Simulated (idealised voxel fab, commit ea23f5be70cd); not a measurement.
The following is a process module called voxel released beams.
Cross-sectional view cut (width: 295 nm; square cell size: 5 nm).
Cross-section, as written here: a square-cell grid given band by band from the top down, where a band holds one or more rows of cells. In this notation a band is specified by the heights of its top and bottom, in that order and in nm, after which its materials appear from left to right, each paired with its width in nm. The word "all across" attached to a single material means that material fills the band from edge to edge; the word "air" stands for empty space. For the purposes of this specification, 0 denotes the height below which the wafer in its as-received condition is composed wholly of one material, and the lowermost band, lacking a lower limit, extends downward without end, as expressed in "0 -> down". Think of "30..40" as a width that walks from the first number to the second as you go down the band, top row to bottom row, taking equal-sized steps from row to row. It should be understood that the words "remained unchanged", when stated for a given step, signify that the cross-section underwent no change in any of its cells during that step. Under "Voids, sealed" you'll find the enclosed gaps, the ones with no way out to the top, that are 8 cells or bigger; each reads width x height at distance, with distance counted from the left edge, everything in nm. Anything after a step's settings on that line? It's the simulator's own note about the step. "overlay nm" answers the question of how far to the right of plan the mask lay on a step that has a mask, and when it is negative the answer is to the left. Every pair from here on: before one process step, after it. The after cross-section reaches only to the lowest band that changed. Below the pair: the step in between and its settings. Pairs can belong to different runs of this module on the same starting wafer; a pair carries on from the pair above only if the entry headed "Pre-step view" says so.
-- Pre-step view
* 55 -> 40 | air 85 nm, aC 20 nm, air 5 nm, aC 90 nm, air 95 nm
* 40 -> 25 | SiN 105 nm, aC 5 nm, SiN 185 nm
* 25 -> 10 | SiO2 90 nm, SiN 35 nm, SiO2 170 nm
* 10 -> 0 | SiO2 all across
* 0 -> down | Si all across
* Voids, sealed: none
-- Step Result
* 55 -> 40 | air 85 nm, aC 20 nm, air 5 nm, aC 90 nm, air 95 nm
* 40 -> 25 | air 85 nm, SiN 20 nm, aC 5 nm, SiN 90 nm, air 95 nm
* Below a height of 25, the structure has not been altered.
* Voids, sealed: none
Intermediate step for the cross-sections above: DIRECTIONAL_ETCH | etch materials SiN | depth nm 15
Pre-step view: It is represented by the cross-section appearing after the step of the pair directly above.
-- Step Result
* 40 -> 25 | air 85 nm, SiN 20 nm, air 5 nm, SiN 90 nm, air 95 nm
* Below a height of 25, the structure has not been altered.
* Voids, sealed: none
Intermediate step for the cross-sections above: STRIP | etch materials aC
Pre-step view: It is represented by the cross-section appearing after the step of the pair directly above.
-- Step Result
* 0 -> down | Si all across
* Voids, sealed: none
Intermediate step for the cross-sections above: STRIP | etch materials SiO2
-- Pre-step view
* 25 -> 10 | SiO2 all across
* 10 -> 0 | Al2O3 all across
* 0 -> down | Si all across
* Voids, sealed: none
-- Step Result
* 45 -> 25 | air 90 nm, resist 35 nm, air 170 nm
* Below a height of 25, the structure has not been altered.
* Voids, sealed: none
Intermediate step for the cross-sections above: PATTERN | tone cover | mask id ANCHOR | material resist | width nm 35 | thk nm 20 | overlay nm 0
Pre-step view: It is represented by the cross-section appearing after the step of the pair directly above.
-- Step Result
* 45 -> 25 | air 90 nm, resist 35 nm, air 170 nm
* 25 -> 10 | air 90 nm, SiO2 35 nm, air 170 nm
* Below a height of 10, the structure has not been altered.
* Voids, sealed: none
Intermediate step for the cross-sections above: DIRECTIONAL_ETCH | etch materials SiO2 | depth nm 15
Pre-step view: It is represented by the cross-section appearing after the step of the pair directly above.
-- Step Result
* 25 -> 10 | air 90 nm, SiO2 35 nm, air 170 nm
* Below a height of 10, the structure has not been altered.
* Voids, sealed: none
Intermediate step for the cross-sections above: STRIP | etch materials resist
Pre-step view: It is represented by the cross-section appearing after the step of the pair directly above.
-- Step Result
* 40 -> 25 | air 75 nm, SiN 65 nm, air 155 nm
* 25 -> 10 | SiN 90 nm, SiO2 35 nm, SiN 170 nm
* Below a height of 10, the structure has not been altered.
* Voids, sealed: none
Intermediate step for the cross-sections above: CONFORMAL_DEP | material SiN | thk nm 15
Pre-step view: It is represented by the cross-section appearing after the step of the pair directly above.
-- Step Result
* 55 -> 40 | air 75 nm, aC 65 nm, air 155 nm
* 40 -> 25 | aC 75 nm, SiN 65 nm, aC 155 nm
* Below a height of 25, the structure has not been altered.
* Voids, sealed: none
Intermediate step for the cross-sections above: DIRECTIONAL_DEP | material aC | thk nm 15
Pre-step view: It is represented by the cross-section appearing after the step of the pair directly above.
-- Step Result
* 85 -> 55 | air 85 nm, resist 115 nm, air 95 nm
* 55 -> 40 | air 75 nm, aC 65 nm, resist 60 nm, air 95 nm
* Below a height of 40, the structure has not been altered.
* Voids, sealed: none
Intermediate step for the cross-sections above: PATTERN | tone cover | mask id BEAM | material resist | width nm 115 | thk nm 30 | overlay nm 0
Pre-step view: It is represented by the cross-section appearing after the step of the pair directly above.
-- Step Result
* 70 -> 55 | air 85 nm, resist 115 nm, air 95 nm
* 55 -> 40 | air 85 nm, aC 55 nm, resist 60 nm, air 95 nm
* 40 -> 25 | air 75 nm, SiN 65 nm, aC 60 nm, air 95 nm
* Below a height of 25, the structure has not been altered.
* Voids, sealed: none
Intermediate step for the cross-sections above: DIRECTIONAL_ETCH | etch materials aC | depth nm 15
Pre-step view: It is represented by the cross-section appearing after the step of the pair directly above.
-- Step Result
* 55 -> 40 | air 85 nm, aC 55 nm, air 155 nm
* Below a height of 40, the structure has not been altered.
* Voids, sealed: none
Intermediate step for the cross-sections above: STRIP | etch materials resist
Pre-step view: It is represented by the cross-section appearing after the step of the pair directly above.
-- Step Result
* 55 -> 40 | air 85 nm, aC 55 nm, air 155 nm
* 40 -> 25 | air 85 nm, SiN 55 nm, aC 60 nm, air 95 nm
* 25 -> 10 | air 75 nm, SiN 15 nm, SiO2 35 nm, SiN 75 nm, air 95 nm
* Below a height of 10, the structure has not been altered.
* Voids, sealed: none
Intermediate step for the cross-sections above: DIRECTIONAL_ETCH | etch materials SiN | depth nm 15
Pre-step view: It is represented by the cross-section appearing after the step of the pair directly above.
-- Step Result
* 40 -> 25 | air 85 nm, SiN 55 nm, air 155 nm
* Below a height of 25, the structure has not been altered.
* Voids, sealed: none
Intermediate step for the cross-sections above: STRIP | etch materials aC
